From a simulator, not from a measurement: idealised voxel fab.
process module | voxel capacitor over wiring
cross-section cut | 220 nm wide | cells 5 nm
A cross-section is a grid of square cells, given in bands from the top down. A band is one or more rows of cells.
Each band's line starts with the height of the band's top and of its bottom, in nm. Then come its materials from left to right, each with its width in nm. One material with "throughout" fills the band from edge to edge. "air" is empty space.
Height 0 is the level under which the wafer as received is all one material. The lowest band goes on downwards, as in "0 down".
A width such as "30 to 40" changes by the same amount from each row of cells to the next, from the band's top row to its bottom row.
"no change" after a step means that no cell of the cross-section changed.
closed voids: empty space of 8 cells or more with no open way to the top, each as width x height at its distance from the left edge, in nm
after a step's settings: what the simulator itself notes on the step
overlay nm, on a step with a mask: how far to the right of its planned place the mask lay; to the left if negative
plan
1 op RECEIVE | material Si
2 op CONFORMAL_DEP | material SiO2 | thk nm 15
3 op CONFORMAL_DEP | material SiN | thk nm 5
4 op DIRECTIONAL_DEP | material SiO2 | thk nm 25
5 op MASKED_ETCH | tone open | mask id METAL_1 | width nm 20 | pitch nm 80 | etch materials SiO2 | depth nm 25 | overlay nm 0
6 op MASKED_ETCH | tone open | mask id METAL_1 | width nm 20 | pitch nm 80 | etch materials SiN | depth nm 5 | overlay nm 0
7 op CONFORMAL_DEP | material TiN | thk nm 5
8 op FILL_DEP | material Ru | thk nm 10
9 op CMP | height nm 45
10 op EPI | material Ru | thk nm 5
11 op FILL_DEP | material SiCN | thk nm 5
12 op DIRECTIONAL_DEP | material lowk | thk nm 10
13 op MASKED_ETCH | tone open | mask id PLUG_1 | width nm 15 | etch materials lowk | depth nm 10 | overlay nm 0
14 op MASKED_ETCH | tone open | mask id PLUG_1 | width nm 15 | etch materials SiCN | depth nm 5 | overlay nm 0
15 op EPI | material Ru | thk nm 10
16 op EPI | material Ru | thk nm 5
17 op DIRECTIONAL_DEP | material TiN | thk nm 10
18 op DIRECTIONAL_DEP | material Al2O3 | thk nm 5
19 op DIRECTIONAL_DEP | material TiN | thk nm 10
20 op PATTERN | tone cover | mask id UPPER_PLATE | material resist | width nm 65 | thk nm 20 | overlay nm 0
21 op DIRECTIONAL_ETCH | etch materials TiN | depth nm 10
22 op DIRECTIONAL_ETCH | etch materials Al2O3 | depth nm 5
23 op STRIP | etch materials resist
24 op DIRECTIONAL_DEP | material aC | thk nm 15
25 op PATTERN | tone cover | mask id LOWER_PLATE | material resist | width nm 75 | thk nm 30 | overlay nm 0
26 op DIRECTIONAL_ETCH | etch materials aC | depth nm 15
27 op STRIP | etch materials resist
28 op DIRECTIONAL_ETCH | etch materials TiN | depth nm 10
29 op STRIP | etch materials aC
30 op FILL_DEP | material SiO2 | thk nm 15
31 op CMP | height nm 100
32 op DIRECTIONAL_DEP | material aC | thk nm 15
33 op PATTERN | tone open | mask id PLUG_2 | material resist | width nm 15 | thk nm 35 | overlay nm 0
34 op DIRECTIONAL_ETCH | etch materials aC | depth nm 15
35 op STRIP | etch materials resist
36 op DIRECTIONAL_ETCH | etch materials SiO2 | depth nm 10
37 op STRIP | etch materials aC
38 op CONFORMAL_DEP | material TiN | thk nm 5
39 op FILL_DEP | material Ru | thk nm 5
40 op CMP | height nm 100
41 op CONFORMAL_DEP | material SiN | thk nm 5
first wafer, as planned
as received, after step 1
  0 down: Si throughout
  closed voids: none
after step 2
  15 to 0: SiO2 throughout
  below 0: unchanged
after step 3
  20 to 15: SiN throughout
  below 15: unchanged
after step 4
  45 to 20: SiO2 throughout
  below 20: unchanged
after step 5
  45 to 20: SiO2 60 | air 20 | SiO2 60 | air 20 | SiO2 60
  below 20: unchanged
after step 6
  45 to 20: SiO2 60 | air 20 | SiO2 60 | air 20 | SiO2 60
  20 to 15: SiN 60 | air 20 | SiN 60 | air 20 | SiN 60
  below 15: unchanged
after step 7
  50 to 45: TiN 65 | air 10 | TiN 70 | air 10 | TiN 65
  45 to 20: SiO2 60 | TiN 5 | air 10 | TiN 5 | SiO2 60 | TiN 5 | air 10 | TiN 5 | SiO2 60
  20 to 15: SiN 60 | TiN 20 | SiN 60 | TiN 20 | SiN 60
  below 15: unchanged
after step 8
  60 to 50: Ru throughout
  50 to 45: TiN 65 | Ru 10 | TiN 70 | Ru 10 | TiN 65
  45 to 20: SiO2 60 | TiN 5 | Ru 10 | TiN 5 | SiO2 60 | TiN 5 | Ru 10 | TiN 5 | SiO2 60
  below 20: unchanged
after step 9
  45 to 20: SiO2 60 | TiN 5 | Ru 10 | TiN 5 | SiO2 60 | TiN 5 | Ru 10 | TiN 5 | SiO2 60
  below 20: unchanged
after step 10
  50 to 45: air 55 | Ru 30 | air 50 | Ru 30 | air 55
  below 45: unchanged
after step 11
  55 to 50: SiCN throughout
  50 to 45: SiCN 55 | Ru 30 | SiCN 50 | Ru 30 | SiCN 55
  below 45: unchanged
after step 12
  65 to 55: lowk throughout
  below 55: unchanged
after step 13
  65 to 55: lowk 65 | air 15 | lowk 140
  below 55: unchanged
after step 14
  65 to 55: lowk 65 | air 15 | lowk 140
  55 to 50: SiCN 65 | air 15 | SiCN 140
  below 50: unchanged
after step 15
  65 to 60: lowk 65 | air 15 | lowk 140
  60 to 55: lowk 65 | Ru 15 | lowk 140
  55 to 50: SiCN 65 | Ru 15 | SiCN 140
  below 50: unchanged
after step 16
  65 to 55: lowk 65 | Ru 15 | lowk 140
  below 55: unchanged
after step 17
  75 to 65: TiN throughout
  below 65: unchanged
after step 18
  80 to 75: Al2O3 throughout
  below 75: unchanged
after step 19
  90 to 80: TiN throughout
  below 80: unchanged
after step 20
  110 to 90: air 65 | resist 65 | air 90
  below 90: unchanged
after step 21
  110 to 90: air 65 | resist 65 | air 90
  90 to 80: air 65 | TiN 65 | air 90
  below 80: unchanged
after step 22
  110 to 90: air 65 | resist 65 | air 90
  90 to 80: air 65 | TiN 65 | air 90
  80 to 75: air 65 | Al2O3 65 | air 90
  below 75: unchanged
after step 23
  90 to 80: air 65 | TiN 65 | air 90
  below 80: unchanged
after step 24
  105 to 90: air 65 | aC 65 | air 90
  90 to 80: aC 65 | TiN 65 | aC 90
  80 to 75: aC 65 | Al2O3 65 | aC 90
  below 75: unchanged
after step 25
  135 to 105: air 60 | resist 75 | air 85
  105 to 90: air 60 | resist 5 | aC 65 | resist 5 | air 85
  below 90: unchanged
after step 26
  120 to 105: air 60 | resist 75 | air 85
  105 to 90: air 60 | resist 5 | aC 65 | resist 5 | air 85
  90 to 80: air 60 | aC 5 | TiN 65 | aC 5 | air 85
  80 to 75: air 60 | aC 5 | Al2O3 65 | aC 5 | air 85
  below 75: unchanged
after step 27
  105 to 90: air 65 | aC 65 | air 90
  below 90: unchanged
after step 28
  105 to 90: air 65 | aC 65 | air 90
  90 to 80: air 60 | aC 5 | TiN 65 | aC 5 | air 85
  80 to 75: air 60 | aC 5 | Al2O3 65 | aC 5 | air 85
  75 to 65: air 60 | TiN 75 | air 85
  below 65: unchanged
after step 29
  90 to 80: air 65 | TiN 65 | air 90
  80 to 75: air 65 | Al2O3 65 | air 90
  below 75: unchanged
after step 30
  105 to 90: SiO2 throughout
  90 to 80: SiO2 65 | TiN 65 | SiO2 90
  80 to 75: SiO2 65 | Al2O3 65 | SiO2 90
  75 to 65: SiO2 60 | TiN 75 | SiO2 85
  below 65: unchanged
after step 31
  100 to 90: SiO2 throughout
  below 90: unchanged
after step 32
  115 to 100: aC throughout
  below 100: unchanged
after step 33
  150 to 115: resist 75 | air 15 | resist 130
  below 115: unchanged
after step 34
  135 to 115: resist 75 | air 15 | resist 130
  115 to 100: aC 75 | air 15 | aC 130
  below 100: unchanged
after step 35
  115 to 100: aC 75 | air 15 | aC 130
  below 100: unchanged
after step 36
  115 to 100: aC 75 | air 15 | aC 130
  100 to 90: SiO2 75 | air 15 | SiO2 130
  below 90: unchanged
after step 37
  100 to 90: SiO2 75 | air 15 | SiO2 130
  below 90: unchanged
after step 38
  105 to 100: TiN 80 | air 5 | TiN 135
  100 to 95: SiO2 75 | TiN 5 | air 5 | TiN 5 | SiO2 130
  95 to 90: SiO2 75 | TiN 15 | SiO2 130
  below 90: unchanged
after step 39
  110 to 105: Ru throughout
  105 to 100: TiN 80 | Ru 5 | TiN 135
  100 to 95: SiO2 75 | TiN 5 | Ru 5 | TiN 5 | SiO2 130
  below 95: unchanged
after step 40
  100 to 95: SiO2 75 | TiN 5 | Ru 5 | TiN 5 | SiO2 130
  below 95: unchanged
after step 41
  105 to 100: SiN throughout
  below 100: unchanged
second wafer: like start, like plan, one mistake. Through step 40 it matches the first wafer
when step 41 should have ended
  105 to 100: aC throughout
  below 100: unchanged
what went wrong: step 41 ran as: op CONFORMAL_DEP | material aC | thk nm 5
at the end the second wafer has, in cells: 44 fewer of SiN | 44 more of aC
